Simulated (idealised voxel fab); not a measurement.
The document below concerns the process module designated voxel gate over fins.
The cross-section shown here is cut; it is 205 nm wide and divided into square cells measuring 5 nm on a side.
How to read a cross-section here: the picture is a grid of square cells, written as bands going from the top down, and any band can span one or more rows of cells. Heads up on the band format: heights come first, top then bottom, in nm. After that it's the materials left to right, each with its width in nm. A single material flagged "everywhere" fills the whole band edge to edge, and "air" means there's empty space there. Height reference: 0 = level under which incoming wafer is all one material. Lowest band: no bottom, runs on downward, e.g. "z 0 and below". Read "30..40" as a graded width: first number on top, second number at the bottom, same change between each pair of neighbouring rows. Take "remained unchanged" at face value: in the step it is given for, the cross-section changed in none of its cells. Closed empty spaces (no open way to the top) of 8 cells or more are what "Enclosed void listing" lists, each as width x height at distance from the left edge, nm for all three. Past the settings on a step's line: simulator remark, on that step. The "overlay nm" setting may appear on a step's line; for a step that uses a mask, it gives how far to the right of its planned position the mask lay, and a negative value indicates the left.
Planned step list for the process:
1: RECEIVE [material Si]
2: CONFORMAL_DEP [material SiN] [thk nm 5]
3: PATTERN [tone cover] [mask id FINS] [material resist] [width nm 15] [pitch nm 45] [thk nm 20] [overlay nm 0]
4: DIRECTIONAL_ETCH [etch materials SiN] [depth nm 5]
5: DIRECTIONAL_ETCH [etch materials Si] [depth nm 30]
6: STRIP [etch materials resist]
7: FILL_DEP [material SiO2] [thk nm 5]
8: CMP [height nm 5]
9: SELECTIVE_ETCH [etch materials SiO2] [depth nm 20]
10: STRIP [etch materials SiN]
11: CONFORMAL_DEP [material HfO2] [thk nm 5]
12: CONFORMAL_DEP [material TiN] [thk nm 5]
13: CONFORMAL_DEP [material TiAl] [thk nm 5]
14: CONFORMAL_DEP [material TiN] [thk nm 5]
15: FILL_DEP [material W] [thk nm 15]
16: CMP [height nm 30]
17: CONFORMAL_DEP [material SiN] [thk nm 10]
Cross-section, incoming material, after step 1:
  z 0 and below = Si everywhere
  Enclosed void listing: none
Cross-section: first of two wafers, module finished, run according to plan:
  z 40 to 30 = SiN everywhere
  z 30 to 20 = W everywhere
  z 20 to 15 = W=50; TiN=100; W=55
  z 15 to 10 = W=50; TiN=5; TiAl=90; TiN=5; W=55
  z 10 to 5 = W=50; TiN=5; TiAl=5; TiN=35; TiAl=10; TiN=35; TiAl=5; TiN=5; W=55
  z 5 to 0 = TiN=55; TiAl=5; TiN=5; HfO2=25; TiN=5; TiAl=10; TiN=5; HfO2=25; TiN=5; TiAl=5; TiN=60
  z 0 to -5 = TiAl=60; TiN=5; HfO2=5; Si=15; HfO2=5; TiN=5; TiAl=10; TiN=5; HfO2=5; Si=15; HfO2=5; TiN=5; TiAl=65
  z -5 to -10 = TiN=65; HfO2=5; Si=15; HfO2=5; TiN=20; HfO2=5; Si=15; HfO2=5; TiN=70
  z -10 to -15 = HfO2=70; Si=15; HfO2=30; Si=15; HfO2=75
  z -15 to -30 = SiO2=70; Si=15; SiO2=30; Si=15; SiO2=75
  z -30 and below = Si everywhere
  Enclosed void listing: none
Second wafer at the end: like start, like plan, one mistake:
  z 40 to 30 = SiN everywhere
  z 30 to 20 = W everywhere
  z 20 to 15 = W=60; TiN=100; W=45
  z 15 to 10 = W=60; TiN=5; TiAl=90; TiN=5; W=45
  z 10 to 5 = W=60; TiN=5; TiAl=5; TiN=35; TiAl=10; TiN=35; TiAl=5; TiN=5; W=45
  z 5 to 0 = TiN=65; TiAl=5; TiN=5; HfO2=25; TiN=5; TiAl=10; TiN=5; HfO2=25; TiN=5; TiAl=5; TiN=50
  z 0 to -5 = TiAl=70; TiN=5; HfO2=5; Si=15; HfO2=5; TiN=5; TiAl=10; TiN=5; HfO2=5; Si=15; HfO2=5; TiN=5; TiAl=55
  z -5 to -10 = TiN=75; HfO2=5; Si=15; HfO2=5; TiN=20; HfO2=5; Si=15; HfO2=5; TiN=60
  z -10 to -15 = HfO2=80; Si=15; HfO2=30; Si=15; HfO2=65
  z -15 to -30 = SiO2=80; Si=15; SiO2=30; Si=15; SiO2=65
  z -30 and below = Si everywhere
  Enclosed void listing: none
Processing error: contrary to plan, step 3 was performed as PATTERN [tone cover] [mask id FINS] [material resist] [width nm 15] [pitch nm 45] [thk nm 20] [overlay nm 10]
If you tally the cells, the second wafer ends up with the same amount of every material as the first; it's all just sitting in different places.
